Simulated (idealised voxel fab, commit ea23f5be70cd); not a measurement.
process module | voxel self aligned contacts
FYI the section here is cut, 250 nm wide, cells are 5 nm squares.
If you're reading a cross-section in this doc, picture square cells in a grid; it comes to you as bands, top ones listed first down to the bottom, and a band can be one or more rows of cells. First you get the band's top height and its bottom height, in nm, and then the materials it's made of, left to right, with each width in nm. If you see a single material with "everywhere", that one covers the band edge to edge. "air" is empty space. Counting heights begins at 0, where everything beneath is, in the wafer as received, one material. The lowest band has no bottom; it goes on downwards, as "z 0 and below" shows. Graded width ("30..40"): value in top row of band = first number; value in bottom row = second number; row-to-row change constant. "no change occurred" -> step changed no cross-section cell. For the entry "Enclosed voids", the listed items are empty spaces with no open way to the top whose size is 8 cells or more; each item follows the pattern width x height at distance, where distance is from the left edge and all three are in nm. That trailing text on a step's line, after the settings, is the simulator's own remark on the step. The line of a step may include "overlay nm". On a step with a mask, this value is how far to the right of its planned place the mask lay. A negative value means the mask lay to the left.
The process steps that were planned are listed below:
1. RECEIVE [material Si]
2. CONFORMAL_DEP [material SiO2] [thk nm 5]
3. DIRECTIONAL_DEP [material polySi] [thk nm 30]
4. DIRECTIONAL_DEP [material SiN] [thk nm 20]
5. MASKED_ETCH [tone cover] [mask id GATE] [width nm 25] [pitch nm 65] [etch materials SiN] [depth nm 20] [overlay nm 0]
6. MASKED_ETCH [tone cover] [mask id GATE] [width nm 25] [pitch nm 65] [etch materials polySi] [depth nm 30] [overlay nm 0]
7. CONFORMAL_DEP [material SiN] [thk nm 10]
8. DIRECTIONAL_ETCH [etch materials SiN] [depth nm 10]
9. FILL_DEP [material SiO2] [thk nm 15]
10. CMP [height nm 60]
11. PATTERN [tone open] [mask id CONTACT] [material resist] [width nm 50] [pitch nm 65] [thk nm 20] [overlay nm 0]
12. DIRECTIONAL_ETCH [etch materials SiO2] [depth nm 60]
13. STRIP [etch materials resist]
14. CONFORMAL_DEP [material TiN] [thk nm 5]
15. FILL_DEP [material W] [thk nm 5]
16. CMP [height nm 60]
17. CONFORMAL_DEP [material SiN] [thk nm 5]
First wafer out of two, processed as planned:
Step 1 complete: cross-section of the wafer as received:
z 0 and below  Si everywhere
Enclosed voids: none
Cross-section of the wafer after step 2:
z 5 to 0  SiO2 everywhere
Nothing below the height 0 has changed.
Cross-section of the wafer after step 3:
z 35 to 5  polySi everywhere
Nothing below the height 5 has changed.
Cross-section of the wafer after step 4:
z 55 to 35  SiN everywhere
Nothing below the height 35 has changed.
Cross-section of the wafer after step 5:
z 55 to 35  air=45, SiN=25, air=40, SiN=25, air=40, SiN=25, air=50
Nothing below the height 35 has changed.
Cross-section of the wafer after step 6:
z 55 to 35  air=45, SiN=25, air=40, SiN=25, air=40, SiN=25, air=50
z 35 to 5  air=45, polySi=25, air=40, polySi=25, air=40, polySi=25, air=50
Nothing below the height 5 has changed.
Cross-section of the wafer after step 7:
z 65 to 35  air=35, SiN=45, air=20, SiN=45, air=20, SiN=45, air=40
z 35 to 15  air=35, SiN=10, polySi=25, SiN=10, air=20, SiN=10, polySi=25, SiN=10, air=20, SiN=10, polySi=25, SiN=10, air=40
z 15 to 5  SiN=45, polySi=25, SiN=40, polySi=25, SiN=40, polySi=25, SiN=50
Nothing below the height 5 has changed.
Cross-section of the wafer after step 8:
z 55 to 35  air=35, SiN=45, air=20, SiN=45, air=20, SiN=45, air=40
z 35 to 5  air=35, SiN=10, polySi=25, SiN=10, air=20, SiN=10, polySi=25, SiN=10, air=20, SiN=10, polySi=25, SiN=10, air=40
Nothing below the height 5 has changed.
Cross-section of the wafer after step 9:
z 70 to 55  SiO2 everywhere
z 55 to 35  SiO2=35, SiN=45, SiO2=20, SiN=45, SiO2=20, SiN=45, SiO2=40
z 35 to 5  SiO2=35, SiN=10, polySi=25, SiN=10, SiO2=20, SiN=10, polySi=25, SiN=10, SiO2=20, SiN=10, polySi=25, SiN=10, SiO2=40
Nothing below the height 5 has changed.
Cross-section of the wafer after step 10:
z 60 to 55  SiO2 everywhere
Nothing below the height 55 has changed.
Cross-section of the wafer after step 11:
z 80 to 60  resist=65, air=50, resist=15, air=50, resist=70
Nothing below the height 60 has changed.
Cross-section of the wafer after step 12:
z 80 to 60  resist=65, air=50, resist=15, air=50, resist=70
z 60 to 55  SiO2=65, air=50, SiO2=15, air=50, SiO2=70
z 55 to 35  SiO2=35, SiN=45, air=20, SiN=45, air=20, SiN=45, SiO2=40
z 35 to 5  SiO2=35, SiN=10, polySi=25, SiN=10, air=20, SiN=10, polySi=25, SiN=10, air=20, SiN=10, polySi=25, SiN=10, SiO2=40
z 5 to 0  SiO2=80, air=20, SiO2=45, air=20, SiO2=85
Nothing below the height 0 has changed.
Cross-section of the wafer after step 13:
z 60 to 55  SiO2=65, air=50, SiO2=15, air=50, SiO2=70
Nothing below the height 55 has changed.
Cross-section of the wafer after step 14:
z 65 to 60  TiN=70, air=40, TiN=25, air=40, TiN=75
z 60 to 55  SiO2=65, TiN=20, air=10, TiN=20, SiO2=15, TiN=20, air=10, TiN=20, SiO2=70
z 55 to 35  SiO2=35, SiN=45, TiN=5, air=10, TiN=5, SiN=45, TiN=5, air=10, TiN=5, SiN=45, SiO2=40
z 35 to 5  SiO2=35, SiN=10, polySi=25, SiN=10, TiN=5, air=10, TiN=5, SiN=10, polySi=25, SiN=10, TiN=5, air=10, TiN=5, SiN=10, polySi=25, SiN=10, SiO2=40
z 5 to 0  SiO2=80, TiN=20, SiO2=45, TiN=20, SiO2=85
Nothing below the height 0 has changed.
Cross-section of the wafer after step 15:
z 70 to 65  W everywhere
z 65 to 60  TiN=70, W=40, TiN=25, W=40, TiN=75
z 60 to 55  SiO2=65, TiN=20, W=10, TiN=20, SiO2=15, TiN=20, W=10, TiN=20, SiO2=70
z 55 to 35  SiO2=35, SiN=45, TiN=5, W=10, TiN=5, SiN=45, TiN=5, W=10, TiN=5, SiN=45, SiO2=40
z 35 to 5  SiO2=35, SiN=10, polySi=25, SiN=10, TiN=5, W=10, TiN=5, SiN=10, polySi=25, SiN=10, TiN=5, W=10, TiN=5, SiN=10, polySi=25, SiN=10, SiO2=40
Nothing below the height 5 has changed.
Cross-section of the wafer after step 16:
z 60 to 55  SiO2=65, TiN=20, W=10, TiN=20, SiO2=15, TiN=20, W=10, TiN=20, SiO2=70
Nothing below the height 55 has changed.
Cross-section of the wafer after step 17:
z 65 to 60  SiN everywhere
Nothing below the height 60 has changed.
What follows concerns the second wafer, which started out like the first and was meant to follow the very same plan; one mistake crept in when it was run, but everything up to and including step 10 is the same as for the first wafer:
Second wafer: cross-section at the scheduled end of step 11:
z 80 to 60  resist=60, air=50, resist=15, air=50, resist=75
Nothing below the height 60 has changed.
Second wafer: cross-section at the scheduled end of step 12:
z 80 to 60  resist=60, air=50, resist=15, air=50, resist=75
z 60 to 55  SiO2=60, air=50, SiO2=15, air=50, SiO2=75
z 55 to 35  SiO2=35, SiN=45, air=20, SiN=45, air=20, SiN=45, SiO2=40
z 35 to 5  SiO2=35, SiN=10, polySi=25, SiN=10, air=20, SiN=10, polySi=25, SiN=10, air=20, SiN=10, polySi=25, SiN=10, SiO2=40
z 5 to 0  SiO2=80, air=20, SiO2=45, air=20, SiO2=85
Nothing below the height 0 has changed.
Second wafer: cross-section at the scheduled end of step 13:
z 60 to 55  SiO2=60, air=50, SiO2=15, air=50, SiO2=75
Nothing below the height 55 has changed.
Second wafer: cross-section at the scheduled end of step 14:
z 65 to 60  TiN=65, air=40, TiN=25, air=40, TiN=80
z 60 to 55  SiO2=60, TiN=25, air=10, TiN=15, SiO2=15, TiN=25, air=10, TiN=15, SiO2=75
z 55 to 35  SiO2=35, SiN=45, TiN=5, air=10, TiN=5, SiN=45, TiN=5, air=10, TiN=5, SiN=45, SiO2=40
z 35 to 5  SiO2=35, SiN=10, polySi=25, SiN=10, TiN=5, air=10, TiN=5, SiN=10, polySi=25, SiN=10, TiN=5, air=10, TiN=5, SiN=10, polySi=25, SiN=10, SiO2=40
z 5 to 0  SiO2=80, TiN=20, SiO2=45, TiN=20, SiO2=85
Nothing below the height 0 has changed.
Second wafer: cross-section at the scheduled end of step 15:
z 70 to 65  W everywhere
z 65 to 60  TiN=65, W=40, TiN=25, W=40, TiN=80
z 60 to 55  SiO2=60, TiN=25, W=10, TiN=15, SiO2=15, TiN=25, W=10, TiN=15, SiO2=75
z 55 to 35  SiO2=35, SiN=45, TiN=5, W=10, TiN=5, SiN=45, TiN=5, W=10, TiN=5, SiN=45, SiO2=40
z 35 to 5  SiO2=35, SiN=10, polySi=25, SiN=10, TiN=5, W=10, TiN=5, SiN=10, polySi=25, SiN=10, TiN=5, W=10, TiN=5, SiN=10, polySi=25, SiN=10, SiO2=40
Nothing below the height 5 has changed.
Second wafer: cross-section at the scheduled end of step 16:
z 60 to 55  SiO2=60, TiN=25, W=10, TiN=15, SiO2=15, TiN=25, W=10, TiN=15, SiO2=75
Nothing below the height 55 has changed.
Second wafer: cross-section at the scheduled end of step 17:
z 65 to 60  SiN everywhere
Nothing below the height 60 has changed.
What was the processing mistake? step 11 ran differently from the plan; actual operation with settings: PATTERN [tone open] [mask id CONTACT] [material resist] [width nm 50] [pitch nm 65] [thk nm 20] [overlay nm -5]
Heads up: at the end the two wafers have identical cell counts per material, they're just laid out differently.
